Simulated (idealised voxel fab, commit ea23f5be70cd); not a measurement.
voxel released beams: a process module
Each square cell in cross-section cut measures 5 nm, and the section as a whole is 165 nm wide.
Cross-section format: a grid of square cells, given as bands from top to bottom; each band is one or more rows of cells.
A band entry consists of two parts. The first gives the height of the band's top and the height of its bottom, in nm. The rest lists the band's materials from left to right, each with its width in nm. A single material labelled with the word "full width" fills the band from edge to edge, and the word "air" marks empty space.
Height datum 0, below which the as-received substrate wafer is one material. Lowest band open at the bottom, running downward: "z 0 and below".
Width spec "30->40" -> top row of cells at first value, bottom row at second value, equal per-row change in between.
Given "no alteration" for a step, no cell of the cross-section differs between before and after that step.
Under "Catalogued sealed voids" you'll find the enclosed gaps, the ones with no way out to the top, that are 8 cells or bigger; each reads width x height at distance, with distance counted from the left edge, everything in nm.
Text after the settings on a step's line: the simulator's own remark on that step.
overlay nm: on a step with a mask, how far right of its planned place the mask lay; negative means left.
**Below is the list of planned process steps**
| 1 | RECEIVE, material Si |
| 2 | CONFORMAL_DEP, material Al2O3, thk nm 10 |
| 3 | DIRECTIONAL_DEP, material SiO2, thk nm 15 |
| 4 | PATTERN, tone open, mask id ANCHOR, material resist, width nm 30, thk nm 15, overlay nm 0 |
| 5 | DIRECTIONAL_ETCH, etch materials SiO2, depth nm 15 |
| 6 | STRIP, etch materials resist |
| 7 | CONFORMAL_DEP, material W, thk nm 10 |
| 8 | PATTERN, tone cover, mask id BEAM, material resist, width nm 110, thk nm 20, overlay nm 0 |
| 9 | DIRECTIONAL_ETCH, etch materials W, depth nm 10 |
| 10 | STRIP, etch materials resist |
| 11 | STRIP, etch materials SiO2 |
**Step 1 complete: cross-section of the wafer as received**
> z 0 and below  Si full width
> Catalogued sealed voids: none
**Cross-sectional view of the first of the two wafers upon completion of the module, processed in accordance with the plan**
> z 35 to 25  air 25 | W 15 | air 10 | W 85 | air 30
> z 25 to 20  air 30 | W 10 | air 10 | W 10 | air 105
> z 20 to 10  air 30 | W 30 | air 105
> z 10 to 0  Al2O3 full width
> z 0 and below  Si full width
> Catalogued sealed voids: none
**Second of two wafers, module complete, sectioned: it shares the first wafer's start and plan but was run with one mistake**
> z 35 to 25  air 25 | W 10 | air 10 | W 90 | air 30
> z 25 to 20  air 25 | W 10 | air 10 | W 10 | air 110
> z 20 to 10  air 25 | W 30 | air 110
> z 10 to 0  Al2O3 full width
> z 0 and below  Si full width
> Catalogued sealed voids: none
Where did the run depart from the plan? step 4 ran as: PATTERN, tone open, mask id ANCHOR, material resist, width nm 30, thk nm 15, overlay nm -5
Same inventory, different map: at the end, the second wafer holds as many cells of each material as the first, placed elsewhere.
